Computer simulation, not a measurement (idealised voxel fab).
This section sets out a process module, namely voxel transistor to metal.
Section shown: cut. Width: 185 nm. Cell size: 5 nm, square.
Reading order for cross-sections: top band down to bottom band. Underlying form: a grid of square cells. Band size: one or more rows of cells. The entry gives the band's vertical extent as a top height and a bottom height in nm, then its horizontal make-up as materials from left to right, each with a width in nm. "air" stands for empty space; a single material marked "edge to edge" fills the band edge to edge. Note: height 0 marks the level under which the wafer is uniformly one material as received. Lowest band unbounded below, written "0 -> down". The notation "30..40" denotes a width that varies across the rows of cells in the band, beginning at the first number in the top row, finishing at the second number in the bottom row, and changing by an identical amount from each row to the next. What does "no alteration" mean for a step? It means no cell of the cross-section changed in that step. Basically, "Closed void inventory" tells you about the enclosed voids: empty spaces with no open way to the top, 8 cells or bigger, each written width x height at distance, where distance is from the left edge, all in nm. Text after the settings on a step's line: the simulator's own remark on that step. The setting "overlay nm" may be written on the line of a step. When the step uses a mask, the value reports how far to the right of the planned place the mask lay, and a negative value reports that it lay to the left. Reading guide: pairs of cross-sections, before and after one process step; after view cut off at lowest changed band; step and settings listed under each pair. Pairs may stem from different runs of this module on the same starting wafer; continuity with the pair above only where the "Pre-step section" entry states it.
-- Pre-step section
- 80 -> 75: TiN 50 / air 10 / TiN 60 / air 10 / TiN 55
- 75 -> 60: SiO2 45 / TiN 5 / air 10 / TiN 5 / SiO2 50 / TiN 5 / air 10 / TiN 5 / SiO2 50
- 60 -> 55: SiN 45 / TiN 20 / SiN 50 / TiN 20 / SiN 50
- 55 -> 45: SiO2 45 / TiN 5 / Ru 10 / TiN 5 / SiO2 50 / TiN 5 / Ru 10 / TiN 5 / SiO2 50
- 45 -> 20: SiO2 45 / TiN 5 / Ru 10 / TiN 5 / SiO2 5 / SiN 10 / polySi 20 / SiN 10 / SiO2 5 / TiN 5 / Ru 10 / TiN 5 / SiO2 50
- 20 -> 15: SiO2 45 / TiN 20 / SiO2 50 / TiN 20 / SiO2 50
- 15 -> 5: SiO2 40 / SiN 100 / SiO2 45
- 5 -> 0: SiO2 edge to edge
- 0 -> -30: SiO2 40 / Si 100 / SiO2 45
- -30 -> down: Si edge to edge
- Closed void inventory: none
-- Resulting Structure
- 90 -> 80: Cu edge to edge
- 80 -> 75: TiN 50 / Cu 10 / TiN 60 / Cu 10 / TiN 55
- 75 -> 60: SiO2 45 / TiN 5 / Cu 10 / TiN 5 / SiO2 50 / TiN 5 / Cu 10 / TiN 5 / SiO2 50
- Below 60, the layers are the same as they were.
- Closed void inventory: none
The process step separating the two cross-sections depicted above is as follows: FILL_DEP: material Cu, thk nm 10
Pre-step section: carried over from the after image of the pair right above.
-- Resulting Structure
- 75 -> 60: SiO2 45 / TiN 5 / Cu 10 / TiN 5 / SiO2 50 / TiN 5 / Cu 10 / TiN 5 / SiO2 50
- Below 60, the layers are the same as they were.
- Closed void inventory: none
The process step separating the two cross-sections depicted above is as follows: CMP: height nm 75
Pre-step section: carried over from the after image of the pair right above.
-- Resulting Structure
- 80 -> 75: SiCN edge to edge
- Below 75, the layers are the same as they were.
- Closed void inventory: none
The process step separating the two cross-sections depicted above is as follows: CONFORMAL_DEP: material SiCN, thk nm 5
Pre-step section: carried over from the after image of the pair right above.
-- Resulting Structure
- 110 -> 80: lowk edge to edge
- Below 80, the layers are the same as they were.
- Closed void inventory: none
The process step separating the two cross-sections depicted above is as follows: DIRECTIONAL_DEP: material lowk, thk nm 30
Pre-step section: carried over from the after image of the pair right above.
-- Resulting Structure
- 110 -> 80: lowk 45 / air 15 / lowk 55 / air 15 / lowk 55
- Below 80, the layers are the same as they were.
- Closed void inventory: none
The process step separating the two cross-sections depicted above is as follows: MASKED_ETCH: tone open, mask id METAL_2_HOLES, width nm 15, pitch nm 70, etch materials lowk, depth nm 30, overlay nm 0
Pre-step section: carried over from the after image of the pair right above.
-- Resulting Structure
- 110 -> 95: lowk 45 / air 20 / lowk 50 / air 20 / lowk 50
- Below 95, the layers are the same as they were.
- Closed void inventory: none
The process step separating the two cross-sections depicted above is as follows: MASKED_ETCH: tone open, mask id METAL_2, width nm 20, pitch nm 70, etch materials lowk, depth nm 15, overlay nm 0
Pre-step section: carried over from the after image of the pair right above.
-- Resulting Structure
- 110 -> 95: lowk 45 / air 20 / lowk 50 / air 20 / lowk 50
- 95 -> 80: lowk 45 / air 15 / lowk 55 / air 15 / lowk 55
- 80 -> 75: SiCN 45 / air 15 / SiCN 55 / air 15 / SiCN 55
- Below 75, the layers are the same as they were.
- Closed void inventory: none
The process step separating the two cross-sections depicted above is as follows: MASKED_ETCH: tone open, mask id METAL_2, width nm 20, pitch nm 70, etch materials SiCN, depth nm 5, overlay nm 0
Pre-step section: carried over from the after image of the pair right above.
-- Resulting Structure
- 115 -> 110: TiN 50 / air 10 / TiN 60 / air 10 / TiN 55
- 110 -> 100: lowk 45 / TiN 5 / air 10 / TiN 5 / lowk 50 / TiN 5 / air 10 / TiN 5 / lowk 50
- 100 -> 95: lowk 45 / TiN 5 / air 5 / TiN 10 / lowk 50 / TiN 5 / air 5 / TiN 10 / lowk 50
- 95 -> 80: lowk 45 / TiN 5 / air 5 / TiN 5 / lowk 55 / TiN 5 / air 5 / TiN 5 / lowk 55
- 80 -> 75: SiCN 45 / TiN 15 / SiCN 55 / TiN 15 / SiCN 55
- Below 75, the layers are the same as they were.
- Closed void inventory: none
The process step separating the two cross-sections depicted above is as follows: CONFORMAL_DEP: material TiN, thk nm 5
Pre-step section: carried over from the after image of the pair right above.
-- Resulting Structure
- 120 -> 115: Cu edge to edge
- 115 -> 110: TiN 50 / Cu 10 / TiN 60 / Cu 10 / TiN 55
- 110 -> 100: lowk 45 / TiN 5 / Cu 10 / TiN 5 / lowk 50 / TiN 5 / Cu 10 / TiN 5 / lowk 50
- 100 -> 95: lowk 45 / TiN 5 / Cu 5 / TiN 10 / lowk 50 / TiN 5 / Cu 5 / TiN 10 / lowk 50
- 95 -> 80: lowk 45 / TiN 5 / Cu 5 / TiN 5 / lowk 55 / TiN 5 / Cu 5 / TiN 5 / lowk 55
- Below 80, the layers are the same as they were.
- Closed void inventory: none
The process step separating the two cross-sections depicted above is as follows: FILL_DEP: material Cu, thk nm 5
Pre-step section: carried over from the after image of the pair right above.
-- Resulting Structure
- 110 -> 100: lowk 45 / TiN 5 / Cu 10 / TiN 5 / lowk 50 / TiN 5 / Cu 10 / TiN 5 / lowk 50
- Below 100, the layers are the same as they were.
- Closed void inventory: none
The process step separating the two cross-sections depicted above is as follows: CMP: height nm 110
Pre-step section: carried over from the after image of the pair right above.
-- Resulting Structure
- 115 -> 110: SiN edge to edge
- Below 110, the layers are the same as they were.
- Closed void inventory: none
The process step separating the two cross-sections depicted above is as follows: CONFORMAL_DEP: material SiN, thk nm 5
-- Pre-step section
- 110 -> 80: lowk edge to edge
- 80 -> 75: SiCN edge to edge
- 75 -> 60: SiO2 45 / TiN 5 / Cu 10 / TiN 5 / SiO2 50 / TiN 5 / Cu 10 / TiN 5 / SiO2 50
- 60 -> 55: SiN 45 / TiN 20 / SiN 50 / TiN 20 / SiN 50
- 55 -> 45: SiO2 45 / TiN 5 / Ru 10 / TiN 5 / SiO2 50 / TiN 5 / Ru 10 / TiN 5 / SiO2 50
- 45 -> 30: SiO2 45 / TiN 5 / Ru 10 / TiN 5 / SiO2 5 / SiN 10 / SiCN 20 / SiN 10 / SiO2 5 / TiN 5 / Ru 10 / TiN 5 / SiO2 50
- 30 -> 5: SiO2 45 / TiN 5 / Ru 10 / TiN 5 / SiO2 5 / SiN 10 / polySi 20 / SiN 10 / SiO2 5 / TiN 5 / Ru 10 / TiN 5 / SiO2 50
- 5 -> 0: SiO2 35 / SiN 10 / TiN 10 / Ru 5 / TiN 5 / SiO2 5 / SiN 10 / polySi 20 / SiN 10 / SiO2 5 / TiN 5 / Ru 5 / TiN 10 / SiN 10 / SiO2 40
- 0 -> -5: SiO2 45 / SiGe 5 / TiN 15 / SiGe 5 / SiO2 40 / SiGe 5 / TiN 15 / SiGe 5 / SiO2 50
- -5 -> -10: SiO2 40 / Si 5 / SiGe 25 / Si 40 / SiGe 25 / Si 5 / SiO2 45
- -10 -> -30: SiO2 40 / Si 100 / SiO2 45
- -30 -> down: Si edge to edge
- Closed void inventory: none
-- Resulting Structure
- 140 -> 80: lowk edge to edge
- Below 80, the layers are the same as they were.
- Closed void inventory: none
The process step separating the two cross-sections depicted above is as follows: DIRECTIONAL_DEP: material lowk, thk nm 30
Pre-step section: carried over from the after image of the pair right above.
-- Resulting Structure
- 140 -> 110: lowk 45 / air 15 / lowk 55 / air 15 / lowk 55
- Below 110, the layers are the same as they were.
- Closed void inventory: none
The process step separating the two cross-sections depicted above is as follows: MASKED_ETCH: tone open, mask id METAL_2_HOLES, width nm 15, pitch nm 70, etch materials lowk, depth nm 30, overlay nm 0
Pre-step section: carried over from the after image of the pair right above.
-- Resulting Structure
- 140 -> 125: lowk 45 / air 20 / lowk 50 / air 20 / lowk 50
- 125 -> 95: lowk 45 / air 15 / lowk 55 / air 15 / lowk 55
- Below 95, the layers are the same as they were.
- Closed void inventory: none
The process step separating the two cross-sections depicted above is as follows: MASKED_ETCH: tone open, mask id METAL_2, width nm 20, pitch nm 70, etch materials lowk, depth nm 15, overlay nm 0
Pre-step section: carried over from the after image of the pair right above.
-- Resulting Structure
- 145 -> 140: TiN 50 / air 10 / TiN 60 / air 10 / TiN 55
- 140 -> 130: lowk 45 / TiN 5 / air 10 / TiN 5 / lowk 50 / TiN 5 / air 10 / TiN 5 / lowk 50
- 130 -> 125: lowk 45 / TiN 5 / air 5 / TiN 10 / lowk 50 / TiN 5 / air 5 / TiN 10 / lowk 50
- 125 -> 100: lowk 45 / TiN 5 / air 5 / TiN 5 / lowk 55 / TiN 5 / air 5 / TiN 5 / lowk 55
- 100 -> 95: lowk 45 / TiN 15 / lowk 55 / TiN 15 / lowk 55
- Below 95, the layers are the same as they were.
- Closed void inventory: none
The process step separating the two cross-sections depicted above is as follows: CONFORMAL_DEP: material TiN, thk nm 5
Pre-step section: carried over from the after image of the pair right above.
-- Resulting Structure
- 150 -> 145: Cu edge to edge
- 145 -> 140: TiN 50 / Cu 10 / TiN 60 / Cu 10 / TiN 55
- 140 -> 130: lowk 45 / TiN 5 / Cu 10 / TiN 5 / lowk 50 / TiN 5 / Cu 10 / TiN 5 / lowk 50
- 130 -> 125: lowk 45 / TiN 5 / Cu 5 / TiN 10 / lowk 50 / TiN 5 / Cu 5 / TiN 10 / lowk 50
- 125 -> 100: lowk 45 / TiN 5 / Cu 5 / TiN 5 / lowk 55 / TiN 5 / Cu 5 / TiN 5 / lowk 55
- Below 100, the layers are the same as they were.
- Closed void inventory: none
The process step separating the two cross-sections depicted above is as follows: FILL_DEP: material Cu, thk nm 5
Pre-step section: carried over from the after image of the pair right above.
-- Resulting Structure
- 110 -> 100: lowk 45 / TiN 5 / Cu 5 / TiN 5 / lowk 55 / TiN 5 / Cu 5 / TiN 5 / lowk 55
- Below 100, the layers are the same as they were.
- Closed void inventory: none
The process step separating the two cross-sections depicted above is as follows: CMP: height nm 110
Pre-step section: carried over from the after image of the pair right above.
-- Resulting Structure
- 115 -> 110: SiN edge to edge
- Below 110, the layers are the same as they were.
- Closed void inventory: none
The process step separating the two cross-sections depicted above is as follows: CONFORMAL_DEP: material SiN, thk nm 5
-- Pre-step section
- 75 -> 60: SiO2 45 / TiN 5 / Cu 10 / TiN 5 / SiO2 50 / TiN 5 / Cu 10 / TiN 5 / SiO2 50
- 60 -> 55: SiN 45 / TiN 20 / SiN 50 / TiN 20 / SiN 50
- 55 -> 45: SiO2 45 / TiN 5 / Ru 10 / TiN 5 / SiO2 50 / TiN 5 / Ru 10 / TiN 5 / SiO2 50
- 45 -> 30: SiO2 45 / TiN 5 / Ru 10 / TiN 5 / SiO2 5 / SiN 10 / SiCN 20 / SiN 10 / SiO2 5 / TiN 5 / Ru 10 / TiN 5 / SiO2 50
- 30 -> 5: SiO2 45 / TiN 5 / Ru 10 / TiN 5 / SiO2 5 / SiN 10 / polySi 20 / SiN 10 / SiO2 5 / TiN 5 / Ru 10 / TiN 5 / SiO2 50
- 5 -> 0: SiO2 35 / SiN 10 / TiN 10 / Ru 5 / TiN 5 / SiO2 5 / SiN 10 / polySi 20 / SiN 10 / SiO2 5 / TiN 5 / Ru 5 / TiN 10 / SiN 10 / SiO2 40
- 0 -> -5: SiO2 45 / SiGe 5 / TiN 15 / SiGe 5 / SiO2 40 / SiGe 5 / TiN 15 / SiGe 5 / SiO2 50
- -5 -> -10: SiO2 40 / Si 5 / SiGe 25 / Si 40 / SiGe 25 / Si 5 / SiO2 45
- -10 -> -30: SiO2 40 / Si 100 / SiO2 45
- -30 -> down: Si edge to edge
- Closed void inventory: none
-- Resulting Structure
- 105 -> 75: lowk edge to edge
- Below 75, the layers are the same as they were.
- Closed void inventory: none
The process step separating the two cross-sections depicted above is as follows: DIRECTIONAL_DEP: material lowk, thk nm 30
Pre-step section: carried over from the after image of the pair right above.
-- Resulting Structure
- 110 -> 105: SiCN edge to edge
- Below 105, the layers are the same as they were.
- Closed void inventory: none
The process step separating the two cross-sections depicted above is as follows: CONFORMAL_DEP: material SiCN, thk nm 5
Pre-step section: carried over from the after image of the pair right above.
-- Resulting Structure
- 110 -> 105: SiCN 45 / air 20 / SiCN 50 / air 20 / SiCN 50
- Below 105, the layers are the same as they were.
- Closed void inventory: none
The process step separating the two cross-sections depicted above is as follows: MASKED_ETCH: tone open, mask id METAL_2, width nm 20, pitch nm 70, etch materials SiCN, depth nm 5, overlay nm 0
Pre-step section: carried over from the after image of the pair right above.
-- Resulting Structure
- 115 -> 110: TiN 50 / air 10 / TiN 60 / air 10 / TiN 55
- 110 -> 105: SiCN 45 / TiN 20 / SiCN 50 / TiN 20 / SiCN 50
- Below 105, the layers are the same as they were.
- Closed void inventory: none
The process step separating the two cross-sections depicted above is as follows: CONFORMAL_DEP: material TiN, thk nm 5
Pre-step section: carried over from the after image of the pair right above.
-- Resulting Structure
- 120 -> 115: Cu edge to edge
- 115 -> 110: TiN 50 / Cu 10 / TiN 60 / Cu 10 / TiN 55
- Below 110, the layers are the same as they were.
- Closed void inventory: none
The process step separating the two cross-sections depicted above is as follows: FILL_DEP: material Cu, thk nm 5
Pre-step section: carried over from the after image of the pair right above.
-- Resulting Structure
- 110 -> 105: SiCN 45 / TiN 20 / SiCN 50 / TiN 20 / SiCN 50
- Below 105, the layers are the same as they were.
- Closed void inventory: none
The process step separating the two cross-sections depicted above is as follows: CMP: height nm 110
Pre-step section: carried over from the after image of the pair right above.
-- Resulting Structure
- 115 -> 110: SiN edge to edge
- Below 110, the layers are the same as they were.
- Closed void inventory: none
The process step separating the two cross-sections depicted above is as follows: CONFORMAL_DEP: material SiN, thk nm 5
-- Pre-step section
- 35 -> 30: polySi 35 / air 110 / polySi 40
- 30 -> 5: polySi edge to edge
- 5 -> 0: SiO2 35 / polySi 110 / SiO2 40
- 0 -> -5: SiO2 edge to edge
- -5 -> -30: SiO2 40 / Si 100 / SiO2 45
- -30 -> down: Si edge to edge
- Closed void inventory: none
-- Resulting Structure
- 45 -> 40: SiCN 35 / air 110 / SiCN 40
- 40 -> 35: SiCN edge to edge
- 35 -> 30: polySi 35 / SiCN 110 / polySi 40
- Below 30, the layers are the same as they were.
- Closed void inventory: none
The process step separating the two cross-sections depicted above is as follows: DIRECTIONAL_DEP: material SiCN, thk nm 10
Pre-step section: carried over from the after image of the pair right above.
-- Resulting Structure
- 40 -> 35: air 80 / SiCN 20 / air 85
- 35 -> 30: polySi 35 / air 45 / SiCN 20 / air 45 / polySi 40
- Below 30, the layers are the same as they were.
- Closed void inventory: none
The process step separating the two cross-sections depicted above is as follows: MASKED_ETCH: tone cover, mask id GATE, width nm 20, etch materials SiCN, depth nm 25, overlay nm 0
Pre-step section: carried over from the after image of the pair right above.
-- Resulting Structure
- 40 -> 30: air 80 / SiCN 20 / air 85
- 30 -> 5: air 80 / polySi 20 / air 85
- 5 -> 0: SiO2 35 / air 45 / polySi 20 / air 45 / SiO2 40
- Below 0, the layers are the same as they were.
- Closed void inventory: none
The process step separating the two cross-sections depicted above is as follows: MASKED_ETCH: tone cover, mask id GATE, width nm 20, etch materials polySi, depth nm 40, overlay nm 0
Pre-step section: carried over from the after image of the pair right above.
-- Resulting Structure
- 50 -> 40: air 70 / SiN 40 / air 75
- 40 -> 30: air 70 / SiN 10 / SiCN 20 / SiN 10 / air 75
- 30 -> 15: air 70 / SiN 10 / polySi 20 / SiN 10 / air 75
- 15 -> 10: SiN 45 / air 25 / SiN 10 / polySi 20 / SiN 10 / air 25 / SiN 50
- 10 -> 5: SiN 80 / polySi 20 / SiN 85
- 5 -> 0: SiO2 35 / SiN 45 / polySi 20 / SiN 45 / SiO2 40
- Below 0, the layers are the same as they were.
- Closed void inventory: none
The process step separating the two cross-sections depicted above is as follows: CONFORMAL_DEP: material SiN, thk nm 10
Pre-step section: carried over from the after image of the pair right above.
-- Resulting Structure
- 40 -> 30: air 70 / SiN 10 / SiCN 20 / SiN 10 / air 75
- 30 -> 5: air 70 / SiN 10 / polySi 20 / SiN 10 / air 75
- 5 -> 0: SiO2 35 / SiN 10 / air 25 / SiN 10 / polySi 20 / SiN 10 / air 25 / SiN 10 / SiO2 40
- Below 0, the layers are the same as they were.
- Closed void inventory: none
The process step separating the two cross-sections depicted above is as follows: DIRECTIONAL_ETCH: etch materials SiN, depth nm 10
Pre-step section: carried over from the after image of the pair right above.
-- Resulting Structure
- 40 -> 30: air 70 / SiN 10 / SiCN 20 / SiN 10 / air 75
- 30 -> 5: air 70 / SiN 10 / polySi 20 / SiN 10 / air 75
- 5 -> 0: air 35 / SiN 10 / air 25 / SiN 10 / polySi 20 / SiN 10 / air 25 / SiN 10 / air 40
- 0 -> -5: SiO2 45 / air 25 / SiO2 40 / air 25 / SiO2 50
- Below -5, the layers are the same as they were.
- Closed void inventory: none
The process step separating the two cross-sections depicted above is as follows: DIRECTIONAL_ETCH: etch materials SiO2, depth nm 5
Pre-step section: carried over from the after image of the pair right above.
-- Resulting Structure
- 40 -> 30: air 70 / SiN 10 / SiCN 20 / SiN 10 / air 75
- 30 -> 5: air 70 / SiN 10 / polySi 20 / SiN 10 / air 75
- 5 -> 0: air 35 / SiN 10 / air 25 / SiN 10 / polySi 20 / SiN 10 / air 25 / SiN 10 / air 40
- 0 -> -5: SiO2 45 / air 25 / SiO2 40 / air 25 / SiO2 50
- -5 -> -10: SiO2 40 / Si 5 / air 25 / Si 40 / air 25 / Si 5 / SiO2 45
- Below -10, the layers are the same as they were.
- Closed void inventory: none
The process step separating the two cross-sections depicted above is as follows: DIRECTIONAL_ETCH: etch materials Si, depth nm 5
Pre-step section: carried over from the after image of the pair right above.
-- Resulting Structure
- 40 -> 30: air 70 / SiN 10 / SiCN 20 / SiN 10 / air 75
- 30 -> 5: air 70 / SiN 10 / polySi 20 / SiN 10 / air 75
- 5 -> 0: air 35 / SiN 10 / air 25 / SiN 10 / polySi 20 / SiN 10 / air 25 / SiN 10 / air 40
- 0 -> -5: SiO2 45 / SiGe 5 / air 15 / SiGe 5 / SiO2 40 / SiGe 5 / air 15 / SiGe 5 / SiO2 50
- -5 -> -10: SiO2 40 / Si 5 / SiGe 25 / Si 40 / SiGe 25 / Si 5 / SiO2 45
- Below -10, the layers are the same as they were.
- Closed void inventory: none
The process step separating the two cross-sections depicted above is as follows: EPI: material SiGe, thk nm 5
Pre-step section: carried over from the after image of the pair right above.
-- Resulting Structure
- 50 -> 40: SiO2 edge to edge
- 40 -> 30: SiO2 70 / SiN 10 / SiCN 20 / SiN 10 / SiO2 75
- 30 -> 5: SiO2 70 / SiN 10 / polySi 20 / SiN 10 / SiO2 75
- 5 -> 0: SiO2 35 / SiN 10 / SiO2 25 / SiN 10 / polySi 20 / SiN 10 / SiO2 25 / SiN 10 / SiO2 40
- 0 -> -5: SiO2 45 / SiGe 5 / SiO2 15 / SiGe 5 / SiO2 40 / SiGe 5 / SiO2 15 / SiGe 5 / SiO2 50
- Below -5, the layers are the same as they were.
- Closed void inventory: none
The process step separating the two cross-sections depicted above is as follows: FILL_DEP: material SiO2, thk nm 10
Pre-step section: carried over from the after image of the pair right above.
-- Resulting Structure
- 45 -> 40: SiO2 edge to edge
- Below 40, the layers are the same as they were.
- Closed void inventory: none
The process step separating the two cross-sections depicted above is as follows: CMP: height nm 45
Pre-step section: carried over from the after image of the pair right above.
-- Resulting Structure
- 55 -> 40: SiO2 edge to edge
- Below 40, the layers are the same as they were.
- Closed void inventory: none
The process step separating the two cross-sections depicted above is as follows: DIRECTIONAL_DEP: material SiO2, thk nm 10
Pre-step section: carried over from the after image of the pair right above.
-- Resulting Structure
- 55 -> 40: SiO2 45 / air 20 / SiO2 50 / air 20 / SiO2 50
- 40 -> 30: SiO2 45 / air 20 / SiO2 5 / SiN 10 / SiCN 20 / SiN 10 / SiO2 5 / air 20 / SiO2 50
- 30 -> 5: SiO2 45 / air 20 / SiO2 5 / SiN 10 / polySi 20 / SiN 10 / SiO2 5 / air 20 / SiO2 50
- 5 -> 0: SiO2 35 / SiN 10 / air 20 / SiO2 5 / SiN 10 / polySi 20 / SiN 10 / SiO2 5 / air 20 / SiN 10 / SiO2 40
- 0 -> -5: SiO2 45 / SiGe 5 / air 15 / SiGe 5 / SiO2 40 / SiGe 5 / air 15 / SiGe 5 / SiO2 50
- Below -5, the layers are the same as they were.
- Closed void inventory: none
The process step separating the two cross-sections depicted above is as follows: MASKED_ETCH: tone open, mask id CONTACT, width nm 20, pitch nm 70, etch materials SiO2, depth nm 60, overlay nm 0
Pre-step section: carried over from the after image of the pair right above.
-- Resulting Structure
- 60 -> 55: TiN 50 / air 10 / TiN 60 / air 10 / TiN 55
- 55 -> 40: SiO2 45 / TiN 5 / air 10 / TiN 5 / SiO2 50 / TiN 5 / air 10 / TiN 5 / SiO2 50
- 40 -> 30: SiO2 45 / TiN 5 / air 10 / TiN 5 / SiO2 5 / SiN 10 / SiCN 20 / SiN 10 / SiO2 5 / TiN 5 / air 10 / TiN 5 / SiO2 50
- 30 -> 5: SiO2 45 / TiN 5 / air 10 / TiN 5 / SiO2 5 / SiN 10 / polySi 20 / SiN 10 / SiO2 5 / TiN 5 / air 10 / TiN 5 / SiO2 50
- 5 -> 0: SiO2 35 / SiN 10 / TiN 10 / air 5 / TiN 5 / SiO2 5 / SiN 10 / polySi 20 / SiN 10 / SiO2 5 / TiN 5 / air 5 / TiN 10 / SiN 10 / SiO2 40
- 0 -> -5: SiO2 45 / SiGe 5 / TiN 15 / SiGe 5 / SiO2 40 / SiGe 5 / TiN 15 / SiGe 5 / SiO2 50
- Below -5, the layers are the same as they were.
- Closed void inventory: none
The process step separating the two cross-sections depicted above is as follows: CONFORMAL_DEP: material TiN, thk nm 5
Pre-step section: carried over from the after image of the pair right above.
-- Resulting Structure
- 70 -> 60: Ru edge to edge
- 60 -> 55: TiN 50 / Ru 10 / TiN 60 / Ru 10 / TiN 55
- 55 -> 40: SiO2 45 / TiN 5 / Ru 10 / TiN 5 / SiO2 50 / TiN 5 / Ru 10 / TiN 5 / SiO2 50
- 40 -> 30: SiO2 45 / TiN 5 / Ru 10 / TiN 5 / SiO2 5 / SiN 10 / SiCN 20 / SiN 10 / SiO2 5 / TiN 5 / Ru 10 / TiN 5 / SiO2 50
- 30 -> 5: SiO2 45 / TiN 5 / Ru 10 / TiN 5 / SiO2 5 / SiN 10 / polySi 20 / SiN 10 / SiO2 5 / TiN 5 / Ru 10 / TiN 5 / SiO2 50
- 5 -> 0: SiO2 35 / SiN 10 / TiN 10 / Ru 5 / TiN 5 / SiO2 5 / SiN 10 / polySi 20 / SiN 10 / SiO2 5 / TiN 5 / Ru 5 / TiN 10 / SiN 10 / SiO2 40
- Below 0, the layers are the same as they were.
- Closed void inventory: none
The process step separating the two cross-sections depicted above is as follows: FILL_DEP: material Ru, thk nm 10
Pre-step section: carried over from the after image of the pair right above.
-- Resulting Structure
- 55 -> 40: SiO2 45 / TiN 5 / Ru 10 / TiN 5 / SiO2 50 / TiN 5 / Ru 10 / TiN 5 / SiO2 50
- Below 40, the layers are the same as they were.
- Closed void inventory: none
The process step separating the two cross-sections depicted above is as follows: CMP: height nm 55
Pre-step section: carried over from the after image of the pair right above.
-- Resulting Structure
- 60 -> 55: SiN edge to edge
- Below 55, the layers are the same as they were.
- Closed void inventory: none
The process step separating the two cross-sections depicted above is as follows: CONFORMAL_DEP: material SiN, thk nm 5
Pre-step section: carried over from the after image of the pair right above.
-- Resulting Structure
- 75 -> 60: SiO2 edge to edge
- Below 60, the layers are the same as they were.
- Closed void inventory: none
The process step separating the two cross-sections depicted above is as follows: DIRECTIONAL_DEP: material SiO2, thk nm 15
Pre-step section: carried over from the after image of the pair right above.
-- Resulting Structure
- 90 -> 75: resist 45 / air 20 / resist 50 / air 20 / resist 50
- Below 75, the layers are the same as they were.
- Closed void inventory: none
The process step separating the two cross-sections depicted above is as follows: PATTERN: tone open, mask id METAL_1, material resist, width nm 20, pitch nm 70, thk nm 15, overlay nm 0
Pre-step section: carried over from the after image of the pair right above.
-- Resulting Structure
- 90 -> 75: resist 45 / air 20 / resist 50 / air 20 / resist 50
- 75 -> 60: SiO2 45 / air 20 / SiO2 50 / air 20 / SiO2 50
- Below 60, the layers are the same as they were.
- Closed void inventory: none
The process step separating the two cross-sections depicted above is as follows: DIRECTIONAL_ETCH: etch materials SiO2, depth nm 15
Pre-step section: carried over from the after image of the pair right above.
-- Resulting Structure
- 90 -> 75: resist 45 / air 20 / resist 50 / air 20 / resist 50
- 75 -> 60: SiO2 45 / air 20 / SiO2 50 / air 20 / SiO2 50
- 60 -> 55: SiN 45 / air 20 / SiN 50 / air 20 / SiN 50
- Below 55, the layers are the same as they were.
- Closed void inventory: none
The process step separating the two cross-sections depicted above is as follows: DIRECTIONAL_ETCH: etch materials SiN, depth nm 5
Pre-step section: carried over from the after image of the pair right above.
-- Resulting Structure
- 75 -> 60: SiO2 45 / air 20 / SiO2 50 / air 20 / SiO2 50
- Below 60, the layers are the same as they were.
- Closed void inventory: none
The process step separating the two cross-sections depicted above is as follows: STRIP: etch materials resist
Pre-step section: carried over from the after image of the pair right above.
-- Resulting Structure
- 80 -> 75: TiN 50 / air 10 / TiN 60 / air 10 / TiN 55
- 75 -> 60: SiO2 45 / TiN 5 / air 10 / TiN 5 / SiO2 50 / TiN 5 / air 10 / TiN 5 / SiO2 50
- 60 -> 55: SiN 45 / TiN 20 / SiN 50 / TiN 20 / SiN 50
- Below 55, the layers are the same as they were.
- Closed void inventory: none
The process step separating the two cross-sections depicted above is as follows: CONFORMAL_DEP: material TiN, thk nm 5
Pre-step section: carried over from the after image of the pair right above.
-- Resulting Structure
- 90 -> 80: Cu edge to edge
- 80 -> 75: TiN 50 / Cu 10 / TiN 60 / Cu 10 / TiN 55
- 75 -> 60: SiO2 45 / TiN 5 / Cu 10 / TiN 5 / SiO2 50 / TiN 5 / Cu 10 / TiN 5 / SiO2 50
- Below 60, the layers are the same as they were.
- Closed void inventory: none
The process step separating the two cross-sections depicted above is as follows: FILL_DEP: material Cu, thk nm 10
Pre-step section: carried over from the after image of the pair right above.
-- Resulting Structure
- 75 -> 60: SiO2 45 / TiN 5 / Cu 10 / TiN 5 / SiO2 50 / TiN 5 / Cu 10 / TiN 5 / SiO2 50
- Below 60, the layers are the same as they were.
- Closed void inventory: none
The process step separating the two cross-sections depicted above is as follows: CMP: height nm 75
Pre-step section: carried over from the after image of the pair right above.
-- Resulting Structure
- 80 -> 75: SiCN edge to edge
- Below 75, the layers are the same as they were.
- Closed void inventory: none
The process step separating the two cross-sections depicted above is as follows: CONFORMAL_DEP: material SiCN, thk nm 5
Pre-step section: carried over from the after image of the pair right above.
-- Resulting Structure
- 110 -> 80: lowk edge to edge
- Below 80, the layers are the same as they were.
- Closed void inventory: none
The process step separating the two cross-sections depicted above is as follows: DIRECTIONAL_DEP: material lowk, thk nm 30
Pre-step section: carried over from the after image of the pair right above.
-- Resulting Structure
- 110 -> 80: lowk 45 / air 15 / lowk 55 / air 15 / lowk 55
- Below 80, the layers are the same as they were.
- Closed void inventory: none
The process step separating the two cross-sections depicted above is as follows: MASKED_ETCH: tone open, mask id METAL_2_HOLES, width nm 15, pitch nm 70, etch materials lowk, depth nm 30, overlay nm 0
Pre-step section: carried over from the after image of the pair right above.
-- Resulting Structure
- 110 -> 95: lowk 45 / air 20 / lowk 50 / air 20 / lowk 50
- Below 95, the layers are the same as they were.
- Closed void inventory: none
The process step separating the two cross-sections depicted above is as follows: MASKED_ETCH: tone open, mask id METAL_2, width nm 20, pitch nm 70, etch materials lowk, depth nm 15, overlay nm 0
Pre-step section: carried over from the after image of the pair right above.
-- Resulting Structure
- 110 -> 95: lowk 45 / air 20 / lowk 50 / air 20 / lowk 50
- 95 -> 80: lowk 45 / air 15 / lowk 55 / air 15 / lowk 55
- 80 -> 75: SiCN 45 / air 15 / SiCN 55 / air 15 / SiCN 55
- Below 75, the layers are the same as they were.
- Closed void inventory: none
The process step separating the two cross-sections depicted above is as follows: MASKED_ETCH: tone open, mask id METAL_2, width nm 20, pitch nm 70, etch materials SiCN, depth nm 5, overlay nm 0
Pre-step section: carried over from the after image of the pair right above.
-- Resulting Structure
- 115 -> 110: TiN 50 / air 10 / TiN 60 / air 10 / TiN 55
- 110 -> 100: lowk 45 / TiN 5 / air 10 / TiN 5 / lowk 50 / TiN 5 / air 10 / TiN 5 / lowk 50
- 100 -> 95: lowk 45 / TiN 5 / air 5 / TiN 10 / lowk 50 / TiN 5 / air 5 / TiN 10 / lowk 50
- 95 -> 80: lowk 45 / TiN 5 / air 5 / TiN 5 / lowk 55 / TiN 5 / air 5 / TiN 5 / lowk 55
- 80 -> 75: SiCN 45 / TiN 15 / SiCN 55 / TiN 15 / SiCN 55
- Below 75, the layers are the same as they were.
- Closed void inventory: none
The process step separating the two cross-sections depicted above is as follows: CONFORMAL_DEP: material TiN, thk nm 5
